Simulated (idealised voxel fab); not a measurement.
Process module heading - voxel capacitor over wiring
This is section cut - it's 210 nm across, gridded in 5 nm square cells.
How to read a cross-section here: the picture is a grid of square cells, written as bands going from the top down, and any band can span one or more rows of cells. Heights first: top, then bottom, in nm. Then materials, left to right, each with a width in nm. "full width" on a single material: fills the band edge to edge. "air": empty space. Where do heights start? At 0: under that level the wafer as delivered is made of one material only. And the lowest band has no floor; it just carries on downward, as in "z 0 and below". Width spec "30 to 40" -> top row of cells at first value, bottom row at second value, equal per-row change in between. "remained unchanged" -> step changed no cross-section cell. Entry "Unvented voids" = empty spaces >= 8 cells with no open way to the top; each as width x height at distance, distance from left edge, all nm. Step line, after settings: the simulator's comment on this step. The optional step-line setting "overlay nm" applies to steps with a mask and quantifies how far to the right of its planned location the mask lay, a negative value indicating leftward placement. Reading guide: pairs of cross-sections, before and after one process step; after view cut off at lowest changed band; step and settings listed under each pair. Pairs may stem from different runs of this module on the same starting wafer; continuity with the pair above only where the "Pre-step profile" entry states it.
**Pre-step profile**
    z 0 and below  Si full width
    Unvented voids: none
**Result of Step**
    z 15 to 0  SiO2 full width
    Everything under 0 stays put, no change at all.
    Unvented voids: none
The process step separating the two cross-sections depicted above is as follows: CONFORMAL_DEP [material SiO2] [thk nm 15]
Pre-step profile: unchanged from the after cross-section in the pair immediately above; refer to that figure.
**Result of Step**
    z 20 to 15  TiN full width
    Everything under 15 stays put, no change at all.
    Unvented voids: none
The process step separating the two cross-sections depicted above is as follows: DIRECTIONAL_DEP [material TiN] [thk nm 5]
Pre-step profile: unchanged from the after cross-section in the pair immediately above; refer to that figure.
**Result of Step**
    z 40 to 20  W full width
    Everything under 20 stays put, no change at all.
    Unvented voids: none
The process step separating the two cross-sections depicted above is as follows: DIRECTIONAL_DEP [material W] [thk nm 20]
Pre-step profile: unchanged from the after cross-section in the pair immediately above; refer to that figure.
**Result of Step**
    z 55 to 40  air 50 nm / resist 25 nm / air 60 nm / resist 25 nm / air 50 nm
    Everything under 40 stays put, no change at all.
    Unvented voids: none
The process step separating the two cross-sections depicted above is as follows: PATTERN [tone cover] [mask id METAL_1] [material resist] [width nm 25] [pitch nm 85] [thk nm 15] [overlay nm 0]
Pre-step profile: unchanged from the after cross-section in the pair immediately above; refer to that figure.
**Result of Step**
    z 55 to 40  air 50 nm / resist 25 nm / air 60 nm / resist 25 nm / air 50 nm
    z 40 to 20  air 50 nm / W 25 nm / air 60 nm / W 25 nm / air 50 nm
    Everything under 20 stays put, no change at all.
    Unvented voids: none
The process step separating the two cross-sections depicted above is as follows: DIRECTIONAL_ETCH [etch materials W] [depth nm 20]
Pre-step profile: unchanged from the after cross-section in the pair immediately above; refer to that figure.
**Result of Step**
    z 55 to 40  air 50 nm / resist 25 nm / air 60 nm / resist 25 nm / air 50 nm
    z 40 to 20  air 50 nm / W 25 nm / air 60 nm / W 25 nm / air 50 nm
    z 20 to 15  air 50 nm / TiN 25 nm / air 60 nm / TiN 25 nm / air 50 nm
    Everything under 15 stays put, no change at all.
    Unvented voids: none
The process step separating the two cross-sections depicted above is as follows: DIRECTIONAL_ETCH [etch materials TiN] [depth nm 5]
Pre-step profile: unchanged from the after cross-section in the pair immediately above; refer to that figure.
**Result of Step**
    z 40 to 20  air 50 nm / W 25 nm / air 60 nm / W 25 nm / air 50 nm
    Everything under 20 stays put, no change at all.
    Unvented voids: none
The process step separating the two cross-sections depicted above is as follows: STRIP [etch materials resist]
Pre-step profile: unchanged from the after cross-section in the pair immediately above; refer to that figure.
**Result of Step**
    z 45 to 40  air 45 nm / SiN 35 nm / air 50 nm / SiN 35 nm / air 45 nm
    z 40 to 20  air 45 nm / SiN 5 nm / W 25 nm / SiN 5 nm / air 50 nm / SiN 5 nm / W 25 nm / SiN 5 nm / air 45 nm
    z 20 to 15  SiN 50 nm / TiN 25 nm / SiN 60 nm / TiN 25 nm / SiN 50 nm
    Everything under 15 stays put, no change at all.
    Unvented voids: none
The process step separating the two cross-sections depicted above is as follows: CONFORMAL_DEP [material SiN] [thk nm 5]
Pre-step profile: unchanged from the after cross-section in the pair immediately above; refer to that figure.
**Result of Step**
    z 50 to 45  lowk full width
    z 45 to 40  lowk 45 nm / SiN 35 nm / lowk 50 nm / SiN 35 nm / lowk 45 nm
    z 40 to 20  lowk 45 nm / SiN 5 nm / W 25 nm / SiN 5 nm / lowk 50 nm / SiN 5 nm / W 25 nm / SiN 5 nm / lowk 45 nm
    Everything under 20 stays put, no change at all.
    Unvented voids: none
The process step separating the two cross-sections depicted above is as follows: FILL_DEP [material lowk] [thk nm 5]
Pre-step profile: unchanged from the after cross-section in the pair immediately above; refer to that figure.
**Result of Step**
    z 40 to 20  lowk 45 nm / SiN 5 nm / W 25 nm / SiN 5 nm / lowk 50 nm / SiN 5 nm / W 25 nm / SiN 5 nm / lowk 45 nm
    Everything under 20 stays put, no change at all.
    Unvented voids: none
The process step separating the two cross-sections depicted above is as follows: CMP [height nm 40]
Pre-step profile: unchanged from the after cross-section in the pair immediately above; refer to that figure.
**Result of Step**
    z 45 to 40  SiCN full width
    Everything under 40 stays put, no change at all.
    Unvented voids: none
The process step separating the two cross-sections depicted above is as follows: CONFORMAL_DEP [material SiCN] [thk nm 5]
Pre-step profile: unchanged from the after cross-section in the pair immediately above; refer to that figure.
**Result of Step**
    z 60 to 45  lowk full width
    Everything under 45 stays put, no change at all.
    Unvented voids: none
The process step separating the two cross-sections depicted above is as follows: DIRECTIONAL_DEP [material lowk] [thk nm 15]
Pre-step profile: unchanged from the after cross-section in the pair immediately above; refer to that figure.
**Result of Step**
    z 75 to 60  aC full width
    Everything under 60 stays put, no change at all.
    Unvented voids: none
The process step separating the two cross-sections depicted above is as follows: DIRECTIONAL_DEP [material aC] [thk nm 15]
Pre-step profile: unchanged from the after cross-section in the pair immediately above; refer to that figure.
**Result of Step**
    z 105 to 75  resist 60 nm / air 15 nm / resist 135 nm
    Everything under 75 stays put, no change at all.
    Unvented voids: none
The process step separating the two cross-sections depicted above is as follows: PATTERN [tone open] [mask id PLUG_1] [material resist] [width nm 15] [thk nm 30] [overlay nm 0]
Pre-step profile: unchanged from the after cross-section in the pair immediately above; refer to that figure.
**Result of Step**
    z 90 to 75  resist 60 nm / air 15 nm / resist 135 nm
    z 75 to 60  aC 60 nm / air 15 nm / aC 135 nm
    Everything under 60 stays put, no change at all.
    Unvented voids: none
The process step separating the two cross-sections depicted above is as follows: DIRECTIONAL_ETCH [etch materials aC] [depth nm 15]
Pre-step profile: unchanged from the after cross-section in the pair immediately above; refer to that figure.
**Result of Step**
    z 75 to 60  aC 60 nm / air 15 nm / aC 135 nm
    Everything under 60 stays put, no change at all.
    Unvented voids: none
The process step separating the two cross-sections depicted above is as follows: STRIP [etch materials resist]
Pre-step profile: unchanged from the after cross-section in the pair immediately above; refer to that figure.
**Result of Step**
    z 75 to 60  aC 60 nm / air 15 nm / aC 135 nm
    z 60 to 45  lowk 60 nm / air 15 nm / lowk 135 nm
    Everything under 45 stays put, no change at all.
    Unvented voids: none
The process step separating the two cross-sections depicted above is as follows: DIRECTIONAL_ETCH [etch materials lowk] [depth nm 15]
Pre-step profile: unchanged from the after cross-section in the pair immediately above; refer to that figure.
**Result of Step**
    z 75 to 60  aC 60 nm / air 15 nm / aC 135 nm
    z 60 to 45  lowk 60 nm / air 15 nm / lowk 135 nm
    z 45 to 40  SiCN 60 nm / air 15 nm / SiCN 135 nm
    Everything under 40 stays put, no change at all.
    Unvented voids: none
The process step separating the two cross-sections depicted above is as follows: DIRECTIONAL_ETCH [etch materials SiCN] [depth nm 5]
Pre-step profile: unchanged from the after cross-section in the pair immediately above; refer to that figure.
**Result of Step**
    z 60 to 45  lowk 60 nm / air 15 nm / lowk 135 nm
    Everything under 45 stays put, no change at all.
    Unvented voids: none
The process step separating the two cross-sections depicted above is as follows: STRIP [etch materials aC]
Pre-step profile: unchanged from the after cross-section in the pair immediately above; refer to that figure.
**Result of Step**
    z 60 to 50  lowk 60 nm / air 15 nm / lowk 135 nm
    z 50 to 45  lowk 60 nm / Ru 15 nm / lowk 135 nm
    z 45 to 40  SiCN 60 nm / Ru 15 nm / SiCN 135 nm
    Everything under 40 stays put, no change at all.
    Unvented voids: none
The process step separating the two cross-sections depicted above is as follows: EPI [material Ru] [thk nm 10]
Pre-step profile: unchanged from the after cross-section in the pair immediately above; refer to that figure.
**Result of Step**
    z 60 to 45  lowk 60 nm / Ru 15 nm / lowk 135 nm
    Everything under 45 stays put, no change at all.
    Unvented voids: none
The process step separating the two cross-sections depicted above is as follows: EPI [material Ru] [thk nm 10]
Pre-step profile: unchanged from the after cross-section in the pair immediately above; refer to that figure.
**Result of Step**
    z 70 to 60  TiN full width
    Everything under 60 stays put, no change at all.
    Unvented voids: none
The process step separating the two cross-sections depicted above is as follows: DIRECTIONAL_DEP [material TiN] [thk nm 10]
Pre-step profile: unchanged from the after cross-section in the pair immediately above; refer to that figure.
**Result of Step**
    z 75 to 70  SiN full width
    Everything under 70 stays put, no change at all.
    Unvented voids: none
The process step separating the two cross-sections depicted above is as follows: DIRECTIONAL_DEP [material SiN] [thk nm 5]
Pre-step profile: unchanged from the after cross-section in the pair immediately above; refer to that figure.
**Result of Step**
    z 80 to 75  TiN full width
    Everything under 75 stays put, no change at all.
    Unvented voids: none
The process step separating the two cross-sections depicted above is as follows: DIRECTIONAL_DEP [material TiN] [thk nm 5]
Pre-step profile: unchanged from the after cross-section in the pair immediately above; refer to that figure.
**Result of Step**
    z 95 to 80  air 60 nm / resist 65 nm / air 85 nm
    Everything under 80 stays put, no change at all.
    Unvented voids: none
The process step separating the two cross-sections depicted above is as follows: PATTERN [tone cover] [mask id UPPER_PLATE] [material resist] [width nm 65] [thk nm 15] [overlay nm 0]
Pre-step profile: unchanged from the after cross-section in the pair immediately above; refer to that figure.
**Result of Step**
    z 95 to 80  air 60 nm / resist 65 nm / air 85 nm
    z 80 to 75  air 60 nm / TiN 65 nm / air 85 nm
    Everything under 75 stays put, no change at all.
    Unvented voids: none
The process step separating the two cross-sections depicted above is as follows: DIRECTIONAL_ETCH [etch materials TiN] [depth nm 5]
Pre-step profile: unchanged from the after cross-section in the pair immediately above; refer to that figure.
**Result of Step**
    z 95 to 80  air 60 nm / resist 65 nm / air 85 nm
    z 80 to 75  air 60 nm / TiN 65 nm / air 85 nm
    z 75 to 70  air 60 nm / SiN 65 nm / air 85 nm
    Everything under 70 stays put, no change at all.
    Unvented voids: none
The process step separating the two cross-sections depicted above is as follows: DIRECTIONAL_ETCH [etch materials SiN] [depth nm 5]
Pre-step profile: unchanged from the after cross-section in the pair immediately above; refer to that figure.
**Result of Step**
    z 80 to 75  air 60 nm / TiN 65 nm / air 85 nm
    Everything under 75 stays put, no change at all.
    Unvented voids: none
The process step separating the two cross-sections depicted above is as follows: STRIP [etch materials resist]
Pre-step profile: unchanged from the after cross-section in the pair immediately above; refer to that figure.
**Result of Step**
    z 100 to 80  air 55 nm / resist 75 nm / air 80 nm
    z 80 to 75  air 55 nm / resist 5 nm / TiN 65 nm / resist 5 nm / air 80 nm
    z 75 to 70  air 55 nm / resist 5 nm / SiN 65 nm / resist 5 nm / air 80 nm
    Everything under 70 stays put, no change at all.
    Unvented voids: none
The process step separating the two cross-sections depicted above is as follows: PATTERN [tone cover] [mask id LOWER_PLATE] [material resist] [width nm 75] [thk nm 20] [overlay nm 0]
Pre-step profile: unchanged from the after cross-section in the pair immediately above; refer to that figure.
**Result of Step**
    z 100 to 80  air 55 nm / resist 75 nm / air 80 nm
    z 80 to 75  air 55 nm / resist 5 nm / TiN 65 nm / resist 5 nm / air 80 nm
    z 75 to 70  air 55 nm / resist 5 nm / SiN 65 nm / resist 5 nm / air 80 nm
    z 70 to 60  air 55 nm / TiN 75 nm / air 80 nm
    Everything under 60 stays put, no change at all.
    Unvented voids: none
The process step separating the two cross-sections depicted above is as follows: DIRECTIONAL_ETCH [etch materials TiN] [depth nm 10]
Pre-step profile: unchanged from the after cross-section in the pair immediately above; refer to that figure.
**Result of Step**
    z 80 to 75  air 60 nm / TiN 65 nm / air 85 nm
    z 75 to 70  air 60 nm / SiN 65 nm / air 85 nm
    Everything under 70 stays put, no change at all.
    Unvented voids: none
The process step separating the two cross-sections depicted above is as follows: STRIP [etch materials resist]
Pre-step profile: unchanged from the after cross-section in the pair immediately above; refer to that figure.
**Result of Step**
    z 95 to 80  SiO2 full width
    z 80 to 75  SiO2 60 nm / TiN 65 nm / SiO2 85 nm
    z 75 to 70  SiO2 60 nm / SiN 65 nm / SiO2 85 nm
    z 70 to 60  SiO2 55 nm / TiN 75 nm / SiO2 80 nm
    Everything under 60 stays put, no change at all.
    Unvented voids: none
The process step separating the two cross-sections depicted above is as follows: FILL_DEP [material SiO2] [thk nm 15]
Pre-step profile: unchanged from the after cross-section in the pair immediately above; refer to that figure.
**Result of Step**
    z 90 to 80  SiO2 full width
    Everything under 80 stays put, no change at all.
    Unvented voids: none
The process step separating the two cross-sections depicted above is as follows: CMP [height nm 90]
Pre-step profile: unchanged from the after cross-section in the pair immediately above; refer to that figure.
**Result of Step**
    z 100 to 90  aC full width
    Everything under 90 stays put, no change at all.
    Unvented voids: none
The process step separating the two cross-sections depicted above is as follows: DIRECTIONAL_DEP [material aC] [thk nm 10]
Pre-step profile: unchanged from the after cross-section in the pair immediately above; refer to that figure.
**Result of Step**
    z 130 to 100  resist 70 nm / air 15 nm / resist 125 nm
    Everything under 100 stays put, no change at all.
    Unvented voids: none
The process step separating the two cross-sections depicted above is as follows: PATTERN [tone open] [mask id PLUG_2] [material resist] [width nm 15] [thk nm 30] [overlay nm 0]
Pre-step profile: unchanged from the after cross-section in the pair immediately above; refer to that figure.
**Result of Step**
    z 120 to 100  resist 70 nm / air 15 nm / resist 125 nm
    z 100 to 90  aC 70 nm / air 15 nm / aC 125 nm
    Everything under 90 stays put, no change at all.
    Unvented voids: none
The process step separating the two cross-sections depicted above is as follows: DIRECTIONAL_ETCH [etch materials aC] [depth nm 10]
Pre-step profile: unchanged from the after cross-section in the pair immediately above; refer to that figure.
**Result of Step**
    z 100 to 90  aC 70 nm / air 15 nm / aC 125 nm
    Everything under 90 stays put, no change at all.
    Unvented voids: none
The process step separating the two cross-sections depicted above is as follows: STRIP [etch materials resist]
Pre-step profile: unchanged from the after cross-section in the pair immediately above; refer to that figure.
**Result of Step**
    z 100 to 90  aC 70 nm / air 15 nm / aC 125 nm
    z 90 to 80  SiO2 70 nm / air 15 nm / SiO2 125 nm
    Everything under 80 stays put, no change at all.
    Unvented voids: none
The process step separating the two cross-sections depicted above is as follows: DIRECTIONAL_ETCH [etch materials SiO2] [depth nm 10]
Pre-step profile: unchanged from the after cross-section in the pair immediately above; refer to that figure.
**Result of Step**
    z 90 to 80  SiO2 70 nm / air 15 nm / SiO2 125 nm
    Everything under 80 stays put, no change at all.
    Unvented voids: none
The process step separating the two cross-sections depicted above is as follows: STRIP [etch materials aC]
Pre-step profile: unchanged from the after cross-section in the pair immediately above; refer to that figure.
**Result of Step**
    z 95 to 90  TiN 75 nm / air 5 nm / TiN 130 nm
    z 90 to 85  SiO2 70 nm / TiN 5 nm / air 5 nm / TiN 5 nm / SiO2 125 nm
    z 85 to 75  SiO2 70 to 60 nm / TiN 15 to 65 nm / SiO2 125 to 85 nm
    Everything under 75 stays put, no change at all.
    Unvented voids: none
The process step separating the two cross-sections depicted above is as follows: CONFORMAL_DEP [material TiN] [thk nm 5]
Pre-step profile: unchanged from the after cross-section in the pair immediately above; refer to that figure.
**Result of Step**
    z 105 to 95  Ru full width
    z 95 to 90  TiN 75 nm / Ru 5 nm / TiN 130 nm
    z 90 to 85  SiO2 70 nm / TiN 5 nm / Ru 5 nm / TiN 5 nm / SiO2 125 nm
    Everything under 85 stays put, no change at all.
    Unvented voids: none
The process step separating the two cross-sections depicted above is as follows: FILL_DEP [material Ru] [thk nm 10]
Pre-step profile: unchanged from the after cross-section in the pair immediately above; refer to that figure.
**Result of Step**
    z 90 to 85  SiO2 70 nm / TiN 5 nm / Ru 5 nm / TiN 5 nm / SiO2 125 nm
    Everything under 85 stays put, no change at all.
    Unvented voids: none
The process step separating the two cross-sections depicted above is as follows: CMP [height nm 90]
Pre-step profile: unchanged from the after cross-section in the pair immediately above; refer to that figure.
**Result of Step**
    z 95 to 90  SiCN full width
    Everything under 90 stays put, no change at all.
    Unvented voids: none
The process step separating the two cross-sections depicted above is as follows: CONFORMAL_DEP [material SiCN] [thk nm 5]
**Pre-step profile**
    z 15 to 0  SiO2 full width
    z 0 and below  Si full width
    Unvented voids: none
**Result of Step**
    z 35 to 15  W full width
    Everything under 15 stays put, no change at all.
    Unvented voids: none
The process step separating the two cross-sections depicted above is as follows: DIRECTIONAL_DEP [material W] [thk nm 20]
Pre-step profile: unchanged from the after cross-section in the pair immediately above; refer to that figure.
**Result of Step**
    z 50 to 35  air 50 nm / resist 25 nm / air 60 nm / resist 25 nm / air 50 nm
    Everything under 35 stays put, no change at all.
    Unvented voids: none
The process step separating the two cross-sections depicted above is as follows: PATTERN [tone cover] [mask id METAL_1] [material resist] [width nm 25] [pitch nm 85] [thk nm 15] [overlay nm 0]
Pre-step profile: unchanged from the after cross-section in the pair immediately above; refer to that figure.
**Result of Step**
    z 50 to 35  air 50 nm / resist 25 nm / air 60 nm / resist 25 nm / air 50 nm
    z 35 to 15  air 50 nm / W 25 nm / air 60 nm / W 25 nm / air 50 nm
    Everything under 15 stays put, no change at all.
    Unvented voids: none
The process step separating the two cross-sections depicted above is as follows: DIRECTIONAL_ETCH [etch materials W] [depth nm 20]
Pre-step profile: unchanged from the after cross-section in the pair immediately above; refer to that figure.
**Result of Step**
    z 35 to 15  air 50 nm / W 25 nm / air 60 nm / W 25 nm / air 50 nm
    Everything under 15 stays put, no change at all.
    Unvented voids: none
The process step separating the two cross-sections depicted above is as follows: STRIP [etch materials resist]
Pre-step profile: unchanged from the after cross-section in the pair immediately above; refer to that figure.
**Result of Step**
    z 40 to 35  air 45 nm / SiN 35 nm / air 50 nm / SiN 35 nm / air 45 nm
    z 35 to 20  air 45 nm / SiN 5 nm / W 25 nm / SiN 5 nm / air 50 nm / SiN 5 nm / W 25 nm / SiN 5 nm / air 45 nm
    z 20 to 15  SiN 50 nm / W 25 nm / SiN 60 nm / W 25 nm / SiN 50 nm
    Everything under 15 stays put, no change at all.
    Unvented voids: none
The process step separating the two cross-sections depicted above is as follows: CONFORMAL_DEP [material SiN] [thk nm 5]
Pre-step profile: unchanged from the after cross-section in the pair immediately above; refer to that figure.
**Result of Step**
    z 45 to 40  lowk full width
    z 40 to 35  lowk 45 nm / SiN 35 nm / lowk 50 nm / SiN 35 nm / lowk 45 nm
    z 35 to 20  lowk 45 nm / SiN 5 nm / W 25 nm / SiN 5 nm / lowk 50 nm / SiN 5 nm / W 25 nm / SiN 5 nm / lowk 45 nm
    Everything under 20 stays put, no change at all.
    Unvented voids: none
The process step separating the two cross-sections depicted above is as follows: FILL_DEP [material lowk] [thk nm 5]
Pre-step profile: unchanged from the after cross-section in the pair immediately above; refer to that figure.
**Result of Step**
    z 40 to 35  lowk 45 nm / SiN 35 nm / lowk 50 nm / SiN 35 nm / lowk 45 nm
    Everything under 35 stays put, no change at all.
    Unvented voids: none
The process step separating the two cross-sections depicted above is as follows: CMP [height nm 40]
Pre-step profile: unchanged from the after cross-section in the pair immediately above; refer to that figure.
**Result of Step**
    z 45 to 40  SiCN full width
    Everything under 40 stays put, no change at all.
    Unvented voids: none
The process step separating the two cross-sections depicted above is as follows: CONFORMAL_DEP [material SiCN] [thk nm 5]
Pre-step profile: unchanged from the after cross-section in the pair immediately above; refer to that figure.
**Result of Step**
    z 60 to 45  lowk full width
    Everything under 45 stays put, no change at all.
    Unvented voids: none
The process step separating the two cross-sections depicted above is as follows: DIRECTIONAL_DEP [material lowk] [thk nm 15]
Pre-step profile: unchanged from the after cross-section in the pair immediately above; refer to that figure.
**Result of Step**
    z 75 to 60  aC full width
    Everything under 60 stays put, no change at all.
    Unvented voids: none
The process step separating the two cross-sections depicted above is as follows: DIRECTIONAL_DEP [material aC] [thk nm 15]
Pre-step profile: unchanged from the after cross-section in the pair immediately above; refer to that figure.
**Result of Step**
    z 105 to 75  resist 60 nm / air 15 nm / resist 135 nm
    Everything under 75 stays put, no change at all.
    Unvented voids: none
The process step separating the two cross-sections depicted above is as follows: PATTERN [tone open] [mask id PLUG_1] [material resist] [width nm 15] [thk nm 30] [overlay nm 0]
Pre-step profile: unchanged from the after cross-section in the pair immediately above; refer to that figure.
**Result of Step**
    z 90 to 75  resist 60 nm / air 15 nm / resist 135 nm
    z 75 to 60  aC 60 nm / air 15 nm / aC 135 nm
    Everything under 60 stays put, no change at all.
    Unvented voids: none
The process step separating the two cross-sections depicted above is as follows: DIRECTIONAL_ETCH [etch materials aC] [depth nm 15]
Pre-step profile: unchanged from the after cross-section in the pair immediately above; refer to that figure.
**Result of Step**
    z 75 to 60  aC 60 nm / air 15 nm / aC 135 nm
    Everything under 60 stays put, no change at all.
    Unvented voids: none
The process step separating the two cross-sections depicted above is as follows: STRIP [etch materials resist]
Pre-step profile: unchanged from the after cross-section in the pair immediately above; refer to that figure.
**Result of Step**
    z 75 to 60  aC 60 nm / air 15 nm / aC 135 nm
    z 60 to 45  lowk 60 nm / air 15 nm / lowk 135 nm
    Everything under 45 stays put, no change at all.
    Unvented voids: none
The process step separating the two cross-sections depicted above is as follows: DIRECTIONAL_ETCH [etch materials lowk] [depth nm 15]
Pre-step profile: unchanged from the after cross-section in the pair immediately above; refer to that figure.
**Result of Step**
    z 75 to 60  aC 60 nm / air 15 nm / aC 135 nm
    z 60 to 45  lowk 60 nm / air 15 nm / lowk 135 nm
    z 45 to 40  SiCN 60 nm / air 15 nm / SiCN 135 nm
    Everything under 40 stays put, no change at all.
    Unvented voids: none
The process step separating the two cross-sections depicted above is as follows: DIRECTIONAL_ETCH [etch materials SiCN] [depth nm 5]
Pre-step profile: unchanged from the after cross-section in the pair immediately above; refer to that figure.
**Result of Step**
    z 60 to 45  lowk 60 nm / air 15 nm / lowk 135 nm
    Everything under 45 stays put, no change at all.
    Unvented voids: none
The process step separating the two cross-sections depicted above is as follows: STRIP [etch materials aC]
Pre-step profile: unchanged from the after cross-section in the pair immediately above; refer to that figure.
**Result of Step**
    z 70 to 60  TiN 60 nm / air 15 nm / TiN 135 nm
    z 60 to 50  lowk 60 nm / air 15 nm / lowk 135 nm
    z 50 to 45  lowk 60 nm / TiN 15 nm / lowk 135 nm
    z 45 to 40  SiCN 60 nm / TiN 15 nm / SiCN 135 nm
    Everything under 40 stays put, no change at all.
    Unvented voids: none
The process step separating the two cross-sections depicted above is as follows: DIRECTIONAL_DEP [material TiN] [thk nm 10]
Pre-step profile: unchanged from the after cross-section in the pair immediately above; refer to that figure.
**Result of Step**
    z 75 to 70  SiN 60 nm / air 15 nm / SiN 135 nm
    z 70 to 60  TiN 60 nm / air 15 nm / TiN 135 nm
    z 60 to 55  lowk 60 nm / air 15 nm / lowk 135 nm
    z 55 to 50  lowk 60 nm / SiN 15 nm / lowk 135 nm
    Everything under 50 stays put, no change at all.
    Unvented voids: none
The process step separating the two cross-sections depicted above is as follows: DIRECTIONAL_DEP [material SiN] [thk nm 5]
Pre-step profile: unchanged from the after cross-section in the pair immediately above; refer to that figure.
**Result of Step**
    z 80 to 75  TiN 60 nm / air 15 nm / TiN 135 nm
    z 75 to 70  SiN 60 nm / air 15 nm / SiN 135 nm
    z 70 to 60  TiN 60 nm / air 15 nm / TiN 135 nm
    z 60 to 55  lowk 60 nm / TiN 15 nm / lowk 135 nm
    Everything under 55 stays put, no change at all.
    Unvented voids: none
The process step separating the two cross-sections depicted above is as follows: DIRECTIONAL_DEP [material TiN] [thk nm 5]
Pre-step profile: unchanged from the after cross-section in the pair immediately above; refer to that figure.
**Result of Step**
    z 95 to 80  air 60 nm / resist 65 nm / air 85 nm
    z 80 to 75  TiN 60 nm / resist 15 nm / TiN 135 nm
    z 75 to 70  SiN 60 nm / resist 15 nm / SiN 135 nm
    z 70 to 60  TiN 60 nm / resist 15 nm / TiN 135 nm
    Everything under 60 stays put, no change at all.
    Unvented voids: none
The process step separating the two cross-sections depicted above is as follows: PATTERN [tone cover] [mask id UPPER_PLATE] [material resist] [width nm 65] [thk nm 15] [overlay nm 0]
Pre-step profile: unchanged from the after cross-section in the pair immediately above; refer to that figure.
**Result of Step**
    z 95 to 80  air 60 nm / resist 65 nm / air 85 nm
    z 80 to 75  air 60 nm / resist 15 nm / TiN 50 nm / air 85 nm
    Everything under 75 stays put, no change at all.
    Unvented voids: none
The process step separating the two cross-sections depicted above is as follows: DIRECTIONAL_ETCH [etch materials TiN] [depth nm 5]
Pre-step profile: unchanged from the after cross-section in the pair immediately above; refer to that figure.
**Result of Step**
    z 95 to 80  air 60 nm / resist 65 nm / air 85 nm
    z 80 to 75  air 60 nm / resist 15 nm / TiN 50 nm / air 85 nm
    z 75 to 70  air 60 nm / resist 15 nm / SiN 50 nm / air 85 nm
    Everything under 70 stays put, no change at all.
    Unvented voids: none
The process step separating the two cross-sections depicted above is as follows: DIRECTIONAL_ETCH [etch materials SiN] [depth nm 5]
Pre-step profile: unchanged from the after cross-section in the pair immediately above; refer to that figure.
**Result of Step**
    z 80 to 75  air 75 nm / TiN 50 nm / air 85 nm
    z 75 to 70  air 75 nm / SiN 50 nm / air 85 nm
    z 70 to 60  TiN 60 nm / air 15 nm / TiN 135 nm
    Everything under 60 stays put, no change at all.
    Unvented voids: none
The process step separating the two cross-sections depicted above is as follows: STRIP [etch materials resist]
Pre-step profile: unchanged from the after cross-section in the pair immediately above; refer to that figure.
**Result of Step**
    z 100 to 80  air 55 nm / resist 75 nm / air 80 nm
    z 80 to 75  air 55 nm / resist 20 nm / TiN 50 nm / resist 5 nm / air 80 nm
    z 75 to 70  air 55 nm / resist 20 nm / SiN 50 nm / resist 5 nm / air 80 nm
    z 70 to 60  TiN 60 nm / resist 15 nm / TiN 135 nm
    Everything under 60 stays put, no change at all.
    Unvented voids: none
The process step separating the two cross-sections depicted above is as follows: PATTERN [tone cover] [mask id LOWER_PLATE] [material resist] [width nm 75] [thk nm 20] [overlay nm 0]
Pre-step profile: unchanged from the after cross-section in the pair immediately above; refer to that figure.
**Result of Step**
    z 100 to 80  air 55 nm / resist 75 nm / air 80 nm
    z 80 to 75  air 55 nm / resist 20 nm / TiN 50 nm / resist 5 nm / air 80 nm
    z 75 to 70  air 55 nm / resist 20 nm / SiN 50 nm / resist 5 nm / air 80 nm
    z 70 to 60  air 55 nm / TiN 5 nm / resist 15 nm / TiN 55 nm / air 80 nm
    Everything under 60 stays put, no change at all.
    Unvented voids: none
The process step separating the two cross-sections depicted above is as follows: DIRECTIONAL_ETCH [etch materials TiN] [depth nm 10]
Pre-step profile: unchanged from the after cross-section in the pair immediately above; refer to that figure.
**Result of Step**
    z 80 to 75  air 75 nm / TiN 50 nm / air 85 nm
    z 75 to 70  air 75 nm / SiN 50 nm / air 85 nm
    z 70 to 60  air 55 nm / TiN 5 nm / air 15 nm / TiN 55 nm / air 80 nm
    Everything under 60 stays put, no change at all.
    Unvented voids: none
The process step separating the two cross-sections depicted above is as follows: STRIP [etch materials resist]
Pre-step profile: unchanged from the after cross-section in the pair immediately above; refer to that figure.
**Result of Step**
    z 95 to 80  SiO2 full width
    z 80 to 75  SiO2 75 nm / TiN 50 nm / SiO2 85 nm
    z 75 to 70  SiO2 75 nm / SiN 50 nm / SiO2 85 nm
    z 70 to 60  SiO2 55 nm / TiN 5 nm / SiO2 15 nm / TiN 55 nm / SiO2 80 nm
    Everything under 60 stays put, no change at all.
    Unvented voids: none
The process step separating the two cross-sections depicted above is as follows: FILL_DEP [material SiO2] [thk nm 15]
Pre-step profile: unchanged from the after cross-section in the pair immediately above; refer to that figure.
**Result of Step**
    z 90 to 80  SiO2 full width
    Everything under 80 stays put, no change at all.
    Unvented voids: none
The process step separating the two cross-sections depicted above is as follows: CMP [height nm 90]
Pre-step profile: unchanged from the after cross-section in the pair immediately above; refer to that figure.
**Result of Step**
    z 100 to 90  aC full width
    Everything under 90 stays put, no change at all.
    Unvented voids: none
The process step separating the two cross-sections depicted above is as follows: DIRECTIONAL_DEP [material aC] [thk nm 10]
Pre-step profile: unchanged from the after cross-section in the pair immediately above; refer to that figure.
**Result of Step**
    z 130 to 100  resist 70 nm / air 15 nm / resist 125 nm
    Everything under 100 stays put, no change at all.
    Unvented voids: none
The process step separating the two cross-sections depicted above is as follows: PATTERN [tone open] [mask id PLUG_2] [material resist] [width nm 15] [thk nm 30] [overlay nm 0]
Pre-step profile: unchanged from the after cross-section in the pair immediately above; refer to that figure.
**Result of Step**
    z 120 to 100  resist 70 nm / air 15 nm / resist 125 nm
    z 100 to 90  aC 70 nm / air 15 nm / aC 125 nm
    Everything under 90 stays put, no change at all.
    Unvented voids: none
The process step separating the two cross-sections depicted above is as follows: DIRECTIONAL_ETCH [etch materials aC] [depth nm 10]
Pre-step profile: unchanged from the after cross-section in the pair immediately above; refer to that figure.
**Result of Step**
    z 100 to 90  aC 70 nm / air 15 nm / aC 125 nm
    Everything under 90 stays put, no change at all.
    Unvented voids: none
The process step separating the two cross-sections depicted above is as follows: STRIP [etch materials resist]
Pre-step profile: unchanged from the after cross-section in the pair immediately above; refer to that figure.
**Result of Step**
    z 100 to 90  aC 70 nm / air 15 nm / aC 125 nm
    z 90 to 80  SiO2 70 nm / air 15 nm / SiO2 125 nm
    Everything under 80 stays put, no change at all.
    Unvented voids: none
The process step separating the two cross-sections depicted above is as follows: DIRECTIONAL_ETCH [etch materials SiO2] [depth nm 10]
Pre-step profile: unchanged from the after cross-section in the pair immediately above; refer to that figure.
**Result of Step**
    z 90 to 80  SiO2 70 nm / air 15 nm / SiO2 125 nm
    Everything under 80 stays put, no change at all.
    Unvented voids: none
The process step separating the two cross-sections depicted above is as follows: STRIP [etch materials aC]
